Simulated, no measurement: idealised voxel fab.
process module | voxel transistor to metal
cross-section cut | 150 nm wide | cells 5 nm
A cross-section is a grid of square cells, given in bands from the top down. A band is one or more rows of cells.
Each band's line starts with the height of the band's top and of its bottom, in nm. Then come its materials from left to right, each with its width in nm. One material with "throughout" fills the band from edge to edge. "air" is empty space.
Height 0 is the level under which the wafer as received is all one material. The lowest band goes on downwards, as in "0 down".
A width such as "30 to 40" changes by the same amount from each row of cells to the next, from the band's top row to its bottom row.
"no change" after a step means that no cell of the cross-section changed.
closed voids: empty space of 8 cells or more with no open way to the top, each as width x height at its distance from the left edge, in nm
after a step's settings: what the simulator itself notes on the step
overlay nm, on a step with a mask: how far to the right of its planned place the mask lay; to the left if negative
Each pair below shows a cross-section before one step and the cross-section after it, down to the lowest band that changed. The line under each pair gives the step between them, with its settings. The pairs can come from different runs of this module on the same starting wafer, so a pair continues from the pair above only where its "before" says so.
before
  55 to 30: SiO2 throughout
  30 to 25: SiN throughout
  25 to 10: SiO2 25 | TiN 5 | W 5 | TiN 5 | SiO2 70 | TiN 5 | W 5 | TiN 5 | SiO2 25
  10 to 5: SiO2 25 | TiN 15 | SiO2 10 | SiN 5 | HfO2 5 | TiN 5 | W 20 | TiN 5 | HfO2 5 | SiN 5 | SiO2 10 | TiN 15 | SiO2 25
  5 to 0: SiO2 20 | SiN 5 | TiN 10 | SiGe 15 | SiN 5 | HfO2 5 | TiN 5 | W 20 | TiN 5 | HfO2 5 | SiN 5 | SiGe 15 | TiN 10 | SiN 5 | SiO2 20
  0 to -5: SiO2 20 | SiN 5 | TiN 10 | SiGe 15 | SiN 5 | HfO2 5 | TiN 30 | HfO2 5 | SiN 5 | SiGe 15 | TiN 10 | SiN 5 | SiO2 20
  -5 to -10: SiO2 25 | TiN 10 | SiGe 15 | SiO2 5 | HfO2 40 | SiO2 5 | SiGe 15 | TiN 10 | SiO2 25
  -10 to -25: SiO2 25 | SiGe 25 | Si 50 | SiGe 25 | SiO2 25
  -25 to -30: SiO2 25 | Si 100 | SiO2 25
  -30 down: Si throughout
  closed voids: none
after
  70 to 55: resist 20 | air 15 | resist 70 | air 15 | resist 30
  below 55: unchanged
  closed voids: none
the step between: op PATTERN | tone open | mask id METAL_1 | material resist | width nm 15 | pitch nm 85 | thk nm 15 | overlay nm -5
before: the cross-section after the pair above
after
  70 to 55: resist 20 | air 15 | resist 70 | air 15 | resist 30
  55 to 30: SiO2 20 | air 15 | SiO2 70 | air 15 | SiO2 30
  below 30: unchanged
  closed voids: none
the step between: op DIRECTIONAL_ETCH | etch materials SiO2 | depth nm 25
before: the cross-section after the pair above
after
  70 to 55: resist 20 | air 15 | resist 70 | air 15 | resist 30
  55 to 30: SiO2 20 | air 15 | SiO2 70 | air 15 | SiO2 30
  30 to 25: SiN 20 | air 15 | SiN 70 | air 15 | SiN 30
  below 25: unchanged
  closed voids: none
the step between: op DIRECTIONAL_ETCH | etch materials SiN | depth nm 5
before: the cross-section after the pair above
after
  55 to 30: SiO2 20 | air 15 | SiO2 70 | air 15 | SiO2 30
  below 30: unchanged
  closed voids: none
the step between: op STRIP | etch materials resist
before: the cross-section after the pair above
after
  60 to 55: TiN 25 | air 5 | TiN 80 | air 5 | TiN 35
  55 to 30: SiO2 20 | TiN 5 | air 5 | TiN 5 | SiO2 70 | TiN 5 | air 5 | TiN 5 | SiO2 30
  30 to 25: SiN 20 | TiN 15 | SiN 70 | TiN 15 | SiN 30
  below 25: unchanged
  closed voids: none
the step between: op CONFORMAL_DEP | material TiN | thk nm 5
before: the cross-section after the pair above
after
  70 to 60: Cu throughout
  60 to 55: TiN 25 | Cu 5 | TiN 80 | Cu 5 | TiN 35
  55 to 30: SiO2 20 | TiN 5 | Cu 5 | TiN 5 | SiO2 70 | TiN 5 | Cu 5 | TiN 5 | SiO2 30
  below 30: unchanged
  closed voids: none
the step between: op FILL_DEP | material Cu | thk nm 10
before: the cross-section after the pair above
after
  55 to 30: SiO2 20 | TiN 5 | Cu 5 | TiN 5 | SiO2 70 | TiN 5 | Cu 5 | TiN 5 | SiO2 30
  below 30: unchanged
  closed voids: none
the step between: op CMP | height nm 55
before: the cross-section after the pair above
after
  60 to 55: air 15 | Ru 25 | air 60 | Ru 25 | air 25
  below 55: unchanged
  closed voids: none
the step between: op EPI | material Ru | thk nm 5
before: the cross-section after the pair above
after
  65 to 60: SiCN throughout
  60 to 55: SiCN 15 | Ru 25 | SiCN 60 | Ru 25 | SiCN 25
  below 55: unchanged
  closed voids: none
the step between: op FILL_DEP | material SiCN | thk nm 5
before: the cross-section after the pair above
after
  100 to 65: lowk throughout
  below 65: unchanged
  closed voids: none
the step between: op DIRECTIONAL_DEP | material lowk | thk nm 35
before: the cross-section after the pair above
after
  110 to 100: aC throughout
  below 100: unchanged
  closed voids: none
the step between: op DIRECTIONAL_DEP | material aC | thk nm 10
before: the cross-section after the pair above
after
  135 to 110: resist 25 | air 15 | resist 70 | air 15 | resist 25
  below 110: unchanged
  closed voids: none
the step between: op PATTERN | tone open | mask id METAL_2 | material resist | width nm 15 | pitch nm 85 | thk nm 25 | overlay nm 0
before: the cross-section after the pair above
after
  125 to 110: resist 25 | air 15 | resist 70 | air 15 | resist 25
  110 to 100: aC 25 | air 15 | aC 70 | air 15 | aC 25
  below 100: unchanged
  closed voids: none
the step between: op DIRECTIONAL_ETCH | etch materials aC | depth nm 10
before: the cross-section after the pair above
after
  110 to 100: aC 25 | air 15 | aC 70 | air 15 | aC 25
  below 100: unchanged
  closed voids: none
the step between: op STRIP | etch materials resist
before: the cross-section after the pair above
after
  110 to 100: aC 25 | air 15 | aC 70 | air 15 | aC 25
  100 to 80: lowk 25 | air 15 | lowk 70 | air 15 | lowk 25
  below 80: unchanged
  closed voids: none
the step between: op DIRECTIONAL_ETCH | etch materials lowk | depth nm 20
before: the cross-section after the pair above
after
  100 to 80: lowk 25 | air 15 | lowk 70 | air 15 | lowk 25
  below 80: unchanged
  closed voids: none
the step between: op STRIP | etch materials aC
before: the cross-section after the pair above
after
  115 to 100: aC 25 | air 15 | aC 70 | air 15 | aC 25
  100 to 95: lowk 25 | air 15 | lowk 70 | air 15 | lowk 25
  95 to 80: lowk 25 | aC 15 | lowk 70 | aC 15 | lowk 25
  below 80: unchanged
  closed voids: none
the step between: op DIRECTIONAL_DEP | material aC | thk nm 15
before: the cross-section after the pair above
after
  150 to 115: resist 25 | air 15 | resist 70 | air 15 | resist 25
  below 115: unchanged
  closed voids: none
the step between: op PATTERN | tone open | mask id METAL_2_HOLES | material resist | width nm 15 | pitch nm 85 | thk nm 35 | overlay nm 0
before: the cross-section after the pair above
after
  135 to 115: resist 25 | air 15 | resist 70 | air 15 | resist 25
  115 to 100: aC 25 | air 15 | aC 70 | air 15 | aC 25
  100 to 80: lowk 25 | air 15 | lowk 70 | air 15 | lowk 25
  below 80: unchanged
  closed voids: none
the step between: op DIRECTIONAL_ETCH | etch materials aC | depth nm 15
before: the cross-section after the pair above
after
  115 to 100: aC 25 | air 15 | aC 70 | air 15 | aC 25
  below 100: unchanged
  closed voids: none
the step between: op STRIP | etch materials resist
before: the cross-section after the pair above
after
  115 to 100: aC 25 | air 15 | aC 70 | air 15 | aC 25
  100 to 65: lowk 25 | air 15 | lowk 70 | air 15 | lowk 25
  below 65: unchanged
  closed voids: none
the step between: op DIRECTIONAL_ETCH | etch materials lowk | depth nm 15
before: the cross-section after the pair above
after
  115 to 100: aC 25 | air 15 | aC 70 | air 15 | aC 25
  100 to 65: lowk 25 | air 15 | lowk 70 | air 15 | lowk 25
  65 to 60: SiCN 25 | air 15 | SiCN 70 | air 15 | SiCN 25
  below 60: unchanged
  closed voids: none
the step between: op DIRECTIONAL_ETCH | etch materials SiCN | depth nm 5
before: the cross-section after the pair above
after
  100 to 65: lowk 25 | air 15 | lowk 70 | air 15 | lowk 25
  below 65: unchanged
  closed voids: none
the step between: op STRIP | etch materials aC
before: the cross-section after the pair above
after
  105 to 100: TiN 30 | air 5 | TiN 80 | air 5 | TiN 30
  100 to 65: lowk 25 | TiN 5 | air 5 | TiN 5 | lowk 70 | TiN 5 | air 5 | TiN 5 | lowk 25
  65 to 60: SiCN 25 | TiN 15 | SiCN 70 | TiN 15 | SiCN 25
  below 60: unchanged
  closed voids: none
the step between: op CONFORMAL_DEP | material TiN | thk nm 5
before: the cross-section after the pair above
after
  110 to 105: Cu throughout
  105 to 100: TiN 30 | Cu 5 | TiN 80 | Cu 5 | TiN 30
  100 to 65: lowk 25 | TiN 5 | Cu 5 | TiN 5 | lowk 70 | TiN 5 | Cu 5 | TiN 5 | lowk 25
  below 65: unchanged
  closed voids: none
the step between: op FILL_DEP | material Cu | thk nm 5
before: the cross-section after the pair above
after
  100 to 65: lowk 25 | TiN 5 | Cu 5 | TiN 5 | lowk 70 | TiN 5 | Cu 5 | TiN 5 | lowk 25
  below 65: unchanged
  closed voids: none
the step between: op CMP | height nm 100
before: the cross-section after the pair above
after
  105 to 100: SiCN throughout
  below 100: unchanged
  closed voids: none
the step between: op CONFORMAL_DEP | material SiCN | thk nm 5
before
  10 to 5: SiO2 50 | SiN 5 | HfO2 5 | TiN 5 | W 20 | TiN 5 | HfO2 5 | SiN 5 | SiO2 50
  5 to 0: SiO2 20 | SiN 5 | SiO2 10 | SiGe 15 | SiN 5 | HfO2 5 | TiN 5 | W 20 | TiN 5 | HfO2 5 | SiN 5 | SiGe 15 | SiO2 10 | SiN 5 | SiO2 20
  0 to -5: SiO2 20 | SiN 5 | SiO2 10 | SiGe 15 | SiN 5 | HfO2 5 | TiN 30 | HfO2 5 | SiN 5 | SiGe 15 | SiO2 10 | SiN 5 | SiO2 20
  -5 to -10: SiO2 35 | SiGe 15 | SiO2 5 | HfO2 40 | SiO2 5 | SiGe 15 | SiO2 35
  -10 to -25: SiO2 25 | SiGe 25 | Si 50 | SiGe 25 | SiO2 25
  -25 to -30: SiO2 25 | Si 100 | SiO2 25
  -30 down: Si throughout
  closed voids: none
after
  25 to 10: TiN throughout
  below 10: unchanged
  closed voids: none
the step between: op DIRECTIONAL_DEP | material TiN | thk nm 15
before: the cross-section after the pair above
after
  45 to 25: resist 25 | air 15 | resist 70 | air 15 | resist 25
  below 25: unchanged
  closed voids: none
the step between: op PATTERN | tone open | mask id CONTACT | material resist | width nm 15 | pitch nm 85 | thk nm 20 | overlay nm 0
before: the cross-section after the pair above
after
  25 to 10: TiN throughout
  below 10: unchanged
  closed voids: none
the step between: op STRIP | etch materials resist
before: the cross-section after the pair above
after
  30 to 10: TiN throughout
  below 10: unchanged
  closed voids: none
the step between: op CONFORMAL_DEP | material TiN | thk nm 5
before: the cross-section after the pair above
after
  40 to 30: W throughout
  below 30: unchanged
  closed voids: none
the step between: op FILL_DEP | material W | thk nm 10
before: the cross-section after the pair above
after
  25 to 10: TiN throughout
  below 10: unchanged
  closed voids: none
the step between: op CMP | height nm 25
before: the cross-section after the pair above
after
  30 to 25: SiN throughout
  below 25: unchanged
  closed voids: none
the step between: op CONFORMAL_DEP | material SiN | thk nm 5
before: the cross-section after the pair above
after
  55 to 30: SiO2 throughout
  below 30: unchanged
  closed voids: none
the step between: op DIRECTIONAL_DEP | material SiO2 | thk nm 25
before: the cross-section after the pair above
after
  70 to 55: resist 25 | air 15 | resist 70 | air 15 | resist 25
  below 55: unchanged
  closed voids: none
the step between: op PATTERN | tone open | mask id METAL_1 | material resist | width nm 15 | pitch nm 85 | thk nm 15 | overlay nm 0
before: the cross-section after the pair above
after
  70 to 55: resist 25 | air 15 | resist 70 | air 15 | resist 25
  55 to 30: SiO2 25 | air 15 | SiO2 70 | air 15 | SiO2 25
  below 30: unchanged
  closed voids: none
the step between: op DIRECTIONAL_ETCH | etch materials SiO2 | depth nm 25
before: the cross-section after the pair above
after
  70 to 55: resist 25 | air 15 | resist 70 | air 15 | resist 25
  55 to 30: SiO2 25 | air 15 | SiO2 70 | air 15 | SiO2 25
  30 to 25: SiN 25 | air 15 | SiN 70 | air 15 | SiN 25
  below 25: unchanged
  closed voids: none
the step between: op DIRECTIONAL_ETCH | etch materials SiN | depth nm 5
before: the cross-section after the pair above
after
  55 to 30: SiO2 25 | air 15 | SiO2 70 | air 15 | SiO2 25
  below 30: unchanged
  closed voids: none
the step between: op STRIP | etch materials resist
before: the cross-section after the pair above
after
  60 to 55: TiN 30 | air 5 | TiN 80 | air 5 | TiN 30
  55 to 30: SiO2 25 | TiN 5 | air 5 | TiN 5 | SiO2 70 | TiN 5 | air 5 | TiN 5 | SiO2 25
  30 to 25: SiN 25 | TiN 15 | SiN 70 | TiN 15 | SiN 25
  below 25: unchanged
  closed voids: none
the step between: op CONFORMAL_DEP | material TiN | thk nm 5
before: the cross-section after the pair above
after
  70 to 60: Cu throughout
  60 to 55: TiN 30 | Cu 5 | TiN 80 | Cu 5 | TiN 30
  55 to 30: SiO2 25 | TiN 5 | Cu 5 | TiN 5 | SiO2 70 | TiN 5 | Cu 5 | TiN 5 | SiO2 25
  below 30: unchanged
  closed voids: none
the step between: op FILL_DEP | material Cu | thk nm 10
before: the cross-section after the pair above
after
  55 to 30: SiO2 25 | TiN 5 | Cu 5 | TiN 5 | SiO2 70 | TiN 5 | Cu 5 | TiN 5 | SiO2 25
  below 30: unchanged
  closed voids: none
the step between: op CMP | height nm 55
before: the cross-section after the pair above
after
  60 to 55: air 20 | Ru 25 | air 60 | Ru 25 | air 20
  below 55: unchanged
  closed voids: none
the step between: op EPI | material Ru | thk nm 5
before: the cross-section after the pair above
after
  65 to 60: SiCN throughout
  60 to 55: SiCN 20 | Ru 25 | SiCN 60 | Ru 25 | SiCN 20
  below 55: unchanged
  closed voids: none
the step between: op FILL_DEP | material SiCN | thk nm 5
before: the cross-section after the pair above
after
  100 to 65: lowk throughout
  below 65: unchanged
  closed voids: none
the step between: op DIRECTIONAL_DEP | material lowk | thk nm 35
before: the cross-section after the pair above
after
  110 to 100: aC throughout
  below 100: unchanged
  closed voids: none
the step between: op DIRECTIONAL_DEP | material aC | thk nm 10
before: the cross-section after the pair above
after
  135 to 110: resist 25 | air 15 | resist 70 | air 15 | resist 25
  below 110: unchanged
  closed voids: none
the step between: op PATTERN | tone open | mask id METAL_2 | material resist | width nm 15 | pitch nm 85 | thk nm 25 | overlay nm 0
before: the cross-section after the pair above
after
  125 to 110: resist 25 | air 15 | resist 70 | air 15 | resist 25
  110 to 100: aC 25 | air 15 | aC 70 | air 15 | aC 25
  below 100: unchanged
  closed voids: none
the step between: op DIRECTIONAL_ETCH | etch materials aC | depth nm 10
before: the cross-section after the pair above
after
  110 to 100: aC 25 | air 15 | aC 70 | air 15 | aC 25
  below 100: unchanged
  closed voids: none
the step between: op STRIP | etch materials resist
before: the cross-section after the pair above
after
  110 to 100: aC 25 | air 15 | aC 70 | air 15 | aC 25
  100 to 80: lowk 25 | air 15 | lowk 70 | air 15 | lowk 25
  below 80: unchanged
  closed voids: none
the step between: op DIRECTIONAL_ETCH | etch materials lowk | depth nm 20
before: the cross-section after the pair above
after
  100 to 80: lowk 25 | air 15 | lowk 70 | air 15 | lowk 25
  below 80: unchanged
  closed voids: none
the step between: op STRIP | etch materials aC
before: the cross-section after the pair above
after
  115 to 100: aC 25 | air 15 | aC 70 | air 15 | aC 25
  100 to 95: lowk 25 | air 15 | lowk 70 | air 15 | lowk 25
  95 to 80: lowk 25 | aC 15 | lowk 70 | aC 15 | lowk 25
  below 80: unchanged
  closed voids: none
the step between: op DIRECTIONAL_DEP | material aC | thk nm 15
before: the cross-section after the pair above
after
  150 to 115: resist 25 | air 15 | resist 70 | air 15 | resist 25
  below 115: unchanged
  closed voids: none
the step between: op PATTERN | tone open | mask id METAL_2_HOLES | material resist | width nm 15 | pitch nm 85 | thk nm 35 | overlay nm 0
before: the cross-section after the pair above
after
  135 to 115: resist 25 | air 15 | resist 70 | air 15 | resist 25
  115 to 100: aC 25 | air 15 | aC 70 | air 15 | aC 25
  100 to 80: lowk 25 | air 15 | lowk 70 | air 15 | lowk 25
  below 80: unchanged
  closed voids: none
the step between: op DIRECTIONAL_ETCH | etch materials aC | depth nm 15
before: the cross-section after the pair above
after
  115 to 100: aC 25 | air 15 | aC 70 | air 15 | aC 25
  below 100: unchanged
  closed voids: none
the step between: op STRIP | etch materials resist
before: the cross-section after the pair above
after
  115 to 100: aC 25 | air 15 | aC 70 | air 15 | aC 25
  100 to 65: lowk 25 | air 15 | lowk 70 | air 15 | lowk 25
  below 65: unchanged
  closed voids: none
the step between: op DIRECTIONAL_ETCH | etch materials lowk | depth nm 15
before: the cross-section after the pair above
after
  115 to 100: aC 25 | air 15 | aC 70 | air 15 | aC 25
  100 to 65: lowk 25 | air 15 | lowk 70 | air 15 | lowk 25
  65 to 60: SiCN 25 | air 15 | SiCN 70 | air 15 | SiCN 25
  below 60: unchanged
  closed voids: none
the step between: op DIRECTIONAL_ETCH | etch materials SiCN | depth nm 5
before: the cross-section after the pair above
after
  100 to 65: lowk 25 | air 15 | lowk 70 | air 15 | lowk 25
  below 65: unchanged
  closed voids: none
the step between: op STRIP | etch materials aC
before: the cross-section after the pair above
after
  105 to 100: TiN 30 | air 5 | TiN 80 | air 5 | TiN 30
  100 to 65: lowk 25 | TiN 5 | air 5 | TiN 5 | lowk 70 | TiN 5 | air 5 | TiN 5 | lowk 25
  65 to 60: SiCN 25 | TiN 15 | SiCN 70 | TiN 15 | SiCN 25
  below 60: unchanged
  closed voids: none
the step between: op CONFORMAL_DEP | material TiN | thk nm 5
before: the cross-section after the pair above
after
  110 to 105: Cu throughout
  105 to 100: TiN 30 | Cu 5 | TiN 80 | Cu 5 | TiN 30
  100 to 65: lowk 25 | TiN 5 | Cu 5 | TiN 5 | lowk 70 | TiN 5 | Cu 5 | TiN 5 | lowk 25
  below 65: unchanged
  closed voids: none
the step between: op FILL_DEP | material Cu | thk nm 5
before: the cross-section after the pair above
after
  100 to 65: lowk 25 | TiN 5 | Cu 5 | TiN 5 | lowk 70 | TiN 5 | Cu 5 | TiN 5 | lowk 25
  below 65: unchanged
  closed voids: none
the step between: op CMP | height nm 100
before: the cross-section after the pair above
after
  105 to 100: SiCN throughout
  below 100: unchanged
  closed voids: none
the step between: op CONFORMAL_DEP | material SiCN | thk nm 5
before
  50 to 40: aC 15 | air 120 | aC 15
  40 to 35: aC throughout
  35 to 25: SiCN 15 | aC 120 | SiCN 15
  25 to 15: polySi 15 | SiCN 120 | polySi 15
  15 to 5: polySi throughout
  5 to -5: SiO2 15 | polySi 120 | SiO2 15
  -5 to -10: SiO2 throughout
  -10 to -30: SiO2 25 | Si 100 | SiO2 25
  -30 down: Si throughout
  closed voids: none
after
  85 to 50: resist 60 | air 30 | resist 60
  50 to 40: aC 15 | resist 45 | air 30 | resist 45 | aC 15
  below 40: unchanged
  closed voids: none
the step between: op PATTERN | tone open | mask id GATE | material resist | width nm 30 | thk nm 35 | overlay nm 0
before: the cross-section after the pair above
after
  70 to 50: resist 60 | air 30 | resist 60
  50 to 40: aC 15 | resist 45 | air 30 | resist 45 | aC 15
  40 to 35: aC 60 | air 30 | aC 60
  35 to 25: SiCN 15 | aC 45 | air 30 | aC 45 | SiCN 15
  below 25: unchanged
  closed voids: none
the step between: op DIRECTIONAL_ETCH | etch materials aC | depth nm 15
before: the cross-section after the pair above
after
  50 to 40: aC 15 | air 120 | aC 15
  below 40: unchanged
  closed voids: none
the step between: op STRIP | etch materials resist
before: the cross-section after the pair above
after
  50 to 40: aC 15 | air 120 | aC 15
  40 to 35: aC 60 | air 30 | aC 60
  35 to 25: SiCN 15 | aC 45 | air 30 | aC 45 | SiCN 15
  25 to 15: polySi 15 | SiCN 45 | air 30 | SiCN 45 | polySi 15
  below 15: unchanged
  closed voids: none
the step between: op DIRECTIONAL_ETCH | etch materials SiCN | depth nm 20
before: the cross-section after the pair above
after
  50 to 40: aC 15 | air 120 | aC 15
  40 to 35: aC 60 | air 30 | aC 60
  35 to 25: SiCN 15 | aC 45 | air 30 | aC 45 | SiCN 15
  25 to 15: polySi 15 | SiCN 45 | air 30 | SiCN 45 | polySi 15
  15 to 5: polySi 60 | air 30 | polySi 60
  5 to -5: SiO2 15 | polySi 45 | air 30 | polySi 45 | SiO2 15
  below -5: unchanged
  closed voids: none
the step between: op DIRECTIONAL_ETCH | etch materials polySi | depth nm 30
before: the cross-section after the pair above
after
  35 to 25: SiCN 15 | air 120 | SiCN 15
  below 25: unchanged
  closed voids: none
the step between: op STRIP | etch materials aC
before: the cross-section after the pair above
after
  40 to 35: SiO2 20 | air 110 | SiO2 20
  35 to 25: SiCN 15 | SiO2 5 to 50 | air 110 to 20 | SiO2 5 to 50 | SiCN 15
  25 to 15: polySi 15 | SiCN 45 | SiO2 5 | air 20 | SiO2 5 | SiCN 45 | polySi 15
  15 to 5: polySi 60 | SiO2 5 | air 20 | SiO2 5 | polySi 60
  5 to 0: SiO2 15 | polySi 45 | SiO2 5 | air 20 | SiO2 5 | polySi 45 | SiO2 15
  0 to -5: SiO2 15 | polySi 45 | SiO2 30 | polySi 45 | SiO2 15
  below -5: unchanged
  closed voids: none
the step between: op CONFORMAL_DEP | material SiO2 | thk nm 5
before: the cross-section after the pair above
after
  35 to 25: SiCN 15 | SiO2 5 | air 110 | SiO2 5 | SiCN 15
  25 to 15: polySi 15 | SiCN 45 | SiO2 5 | air 20 | SiO2 5 | SiCN 45 | polySi 15
  15 to 5: polySi 60 | SiO2 5 | air 20 | SiO2 5 | polySi 60
  5 to -5: SiO2 15 | polySi 45 | SiO2 5 | air 20 | SiO2 5 | polySi 45 | SiO2 15
  below -5: unchanged
  closed voids: none
the step between: op DIRECTIONAL_ETCH | etch materials SiO2 | depth nm 5
before: the cross-section after the pair above
after
  40 to 35: SiN 25 | air 100 | SiN 25
  35 to 25: SiCN 15 | SiO2 5 | SiN 5 to 50 | air 100 to 10 | SiN 5 to 50 | SiO2 5 | SiCN 15
  25 to 15: polySi 15 | SiCN 45 | SiO2 5 | SiN 5 | air 10 | SiN 5 | SiO2 5 | SiCN 45 | polySi 15
  15 to 5: polySi 60 | SiO2 5 | SiN 5 | air 10 | SiN 5 | SiO2 5 | polySi 60
  5 to 0: SiO2 15 | polySi 45 | SiO2 5 | SiN 5 | air 10 | SiN 5 | SiO2 5 | polySi 45 | SiO2 15
  0 to -5: SiO2 15 | polySi 45 | SiO2 5 | SiN 20 | SiO2 5 | polySi 45 | SiO2 15
  below -5: unchanged
  closed voids: none
the step between: op CONFORMAL_DEP | material SiN | thk nm 5
before: the cross-section after the pair above
after
  35 to 25: SiCN 15 | SiO2 5 | SiN 5 | air 100 | SiN 5 | SiO2 5 | SiCN 15
  25 to 15: polySi 15 | SiCN 45 | SiO2 5 | SiN 5 | air 10 | SiN 5 | SiO2 5 | SiCN 45 | polySi 15
  15 to 5: polySi 60 | SiO2 5 | SiN 5 | air 10 | SiN 5 | SiO2 5 | polySi 60
  5 to -5: SiO2 15 | polySi 45 | SiO2 5 | SiN 5 | air 10 | SiN 5 | SiO2 5 | polySi 45 | SiO2 15
  below -5: unchanged
  closed voids: none
the step between: op DIRECTIONAL_ETCH | etch materials SiN | depth nm 5
before: the cross-section after the pair above
after
  35 to 30: SiCN 15 | air 5 | SiN 5 | air 100 | SiN 5 | air 5 | SiCN 15
  30 to 25: SiCN 15 | SiO2 5 | SiN 5 | air 100 | SiN 5 | SiO2 5 | SiCN 15
  25 to 20: polySi 15 | SiCN 45 | air 5 | SiN 5 | air 10 | SiN 5 | air 5 | SiCN 45 | polySi 15
  20 to 15: polySi 15 | SiCN 45 | SiO2 5 | SiN 5 | air 10 | SiN 5 | SiO2 5 | SiCN 45 | polySi 15
  15 to 5: polySi 60 | SiO2 5 | SiN 5 | air 10 | SiN 5 | SiO2 5 | polySi 60
  5 to -5: SiO2 15 | polySi 45 | SiO2 5 | SiN 5 | air 10 | SiN 5 | SiO2 5 | polySi 45 | SiO2 15
  -5 to -10: SiO2 70 | air 10 | SiO2 70
  below -10: unchanged
  closed voids: none
the step between: op DIRECTIONAL_ETCH | etch materials SiO2 | depth nm 5
before: the cross-section after the pair above
after
  35 to 30: SiCN 15 | air 5 | SiN 5 | air 100 | SiN 5 | air 5 | SiCN 15
  30 to 25: SiCN 15 | SiO2 5 | SiN 5 | air 100 | SiN 5 | SiO2 5 | SiCN 15
  25 to 20: polySi 15 | SiCN 45 | air 5 | SiN 5 | air 10 | SiN 5 | air 5 | SiCN 45 | polySi 15
  20 to 15: polySi 15 | SiCN 45 | SiO2 5 | SiN 5 | air 10 | SiN 5 | SiO2 5 | SiCN 45 | polySi 15
  15 to 5: polySi 60 | SiO2 5 | SiN 5 | air 10 | SiN 5 | SiO2 5 | polySi 60
  5 to -5: SiO2 15 | polySi 45 | SiO2 5 | SiN 5 | air 10 | SiN 5 | SiO2 5 | polySi 45 | SiO2 15
  -5 to -10: SiO2 70 | air 10 | SiO2 70
  -10 to -25: SiO2 25 | Si 45 | air 10 | Si 45 | SiO2 25
  below -25: unchanged
  closed voids: none
the step between: op DIRECTIONAL_ETCH | etch materials Si | depth nm 15
before: the cross-section after the pair above
after
  35 to 30: SiCN 15 | air 5 | SiN 5 | air 100 | SiN 5 | air 5 | SiCN 15
  30 to 25: SiCN 15 | SiO2 5 | SiN 5 | air 100 | SiN 5 | SiO2 5 | SiCN 15
  25 to 20: polySi 15 | SiCN 45 | air 5 | SiN 5 | air 10 | SiN 5 | air 5 | SiCN 45 | polySi 15
  20 to 15: polySi 15 | SiCN 45 | SiO2 5 | SiN 5 | air 10 | SiN 5 | SiO2 5 | SiCN 45 | polySi 15
  15 to 5: polySi 60 | SiO2 5 | SiN 5 | air 10 | SiN 5 | SiO2 5 | polySi 60
  5 to -5: SiO2 15 | polySi 45 | SiO2 5 | SiN 5 | SiGe 10 | SiN 5 | SiO2 5 | polySi 45 | SiO2 15
  -5 to -10: SiO2 70 | SiGe 10 | SiO2 70
  -10 to -25: SiO2 25 | Si 45 | SiGe 10 | Si 45 | SiO2 25
  below -25: unchanged
  closed voids: none
the step between: op EPI | material SiGe | thk nm 15
before: the cross-section after the pair above
after
  40 to 35: SiO2 throughout
  35 to 25: SiCN 15 | SiO2 5 | SiN 5 | SiO2 100 | SiN 5 | SiO2 5 | SiCN 15
  25 to 15: polySi 15 | SiCN 45 | SiO2 5 | SiN 5 | SiO2 10 | SiN 5 | SiO2 5 | SiCN 45 | polySi 15
  15 to 5: polySi 60 | SiO2 5 | SiN 5 | SiO2 10 | SiN 5 | SiO2 5 | polySi 60
  below 5: unchanged
  closed voids: none
the step between: op FILL_DEP | material SiO2 | thk nm 5
before: the cross-section after the pair above
after
  15 to 5: polySi 60 | SiO2 5 | SiN 5 | SiO2 10 | SiN 5 | SiO2 5 | polySi 60
  below 5: unchanged
  closed voids: none
the step between: op CMP | height nm 15
before: the cross-section after the pair above
after
  15 to 5: air 60 | SiO2 5 | SiN 5 | SiO2 10 | SiN 5 | SiO2 5 | air 60
  5 to -5: SiO2 15 | air 45 | SiO2 5 | SiN 5 | SiGe 10 | SiN 5 | SiO2 5 | air 45 | SiO2 15
  below -5: unchanged
  closed voids: none
the step between: op STRIP | etch materials polySi
before: the cross-section after the pair above
after
  15 to 10: air 65 | SiN 5 | air 10 | SiN 5 | air 65
  10 to 5: air 65 | SiN 5 | SiO2 10 | SiN 5 | air 65
  5 to 0: air 65 | SiN 5 | SiGe 10 | SiN 5 | air 65
  0 to -5: SiO2 10 | air 55 | SiN 5 | SiGe 10 | SiN 5 | air 55 | SiO2 10
  -5 to -10: SiO2 10 | air 55 | SiO2 5 | SiGe 10 | SiO2 5 | air 55 | SiO2 10
  below -10: unchanged
  closed voids: none
the step between: op SELECTIVE_ETCH | etch materials SiO2 | depth nm 5
before: the cross-section after the pair above
after
  20 to 15: air 60 | HfO2 30 | air 60
  15 to 10: air 60 | HfO2 5 | SiN 5 | HfO2 10 | SiN 5 | HfO2 5 | air 60
  10 to 5: air 60 | HfO2 5 | SiN 5 | SiO2 10 | SiN 5 | HfO2 5 | air 60
  5 to 0: HfO2 15 | air 45 | HfO2 5 | SiN 5 | SiGe 10 | SiN 5 | HfO2 5 | air 45 | HfO2 15
  0 to -5: SiO2 10 | HfO2 5 | air 45 | HfO2 5 | SiN 5 | SiGe 10 | SiN 5 | HfO2 5 | air 45 | HfO2 5 | SiO2 10
  -5 to -10: SiO2 10 | HfO2 55 | SiO2 5 | SiGe 10 | SiO2 5 | HfO2 55 | SiO2 10
  below -10: unchanged
  closed voids: none
the step between: op CONFORMAL_DEP | material HfO2 | thk nm 5
before: the cross-section after the pair above
after
  25 to 20: air 55 | TiN 40 | air 55
  20 to 15: air 55 | TiN 5 | HfO2 30 | TiN 5 | air 55
  15 to 10: air 55 | TiN 5 | HfO2 5 | SiN 5 | HfO2 10 | SiN 5 | HfO2 5 | TiN 5 | air 55
  10 to 5: TiN 20 | air 35 | TiN 5 | HfO2 5 | SiN 5 | SiO2 10 | SiN 5 | HfO2 5 | TiN 5 | air 35 | TiN 20
  5 to 0: HfO2 15 | TiN 5 | air 35 | TiN 5 | HfO2 5 | SiN 5 | SiGe 10 | SiN 5 | HfO2 5 | TiN 5 | air 35 | TiN 5 | HfO2 15
  0 to -5: SiO2 10 | HfO2 5 | TiN 45 | HfO2 5 | SiN 5 | SiGe 10 | SiN 5 | HfO2 5 | TiN 45 | HfO2 5 | SiO2 10
  below -5: unchanged
  closed voids: none
the step between: op CONFORMAL_DEP | material TiN | thk nm 5
before: the cross-section after the pair above
after
  30 to 25: W throughout
  25 to 20: W 55 | TiN 40 | W 55
  20 to 15: W 55 | TiN 5 | HfO2 30 | TiN 5 | W 55
  15 to 10: W 55 | TiN 5 | HfO2 5 | SiN 5 | HfO2 10 | SiN 5 | HfO2 5 | TiN 5 | W 55
  10 to 5: TiN 20 | W 35 | TiN 5 | HfO2 5 | SiN 5 | SiO2 10 | SiN 5 | HfO2 5 | TiN 5 | W 35 | TiN 20
  5 to 0: HfO2 15 | TiN 5 | W 35 | TiN 5 | HfO2 5 | SiN 5 | SiGe 10 | SiN 5 | HfO2 5 | TiN 5 | W 35 | TiN 5 | HfO2 15
  below 0: unchanged
  closed voids: none
the step between: op FILL_DEP | material W | thk nm 5
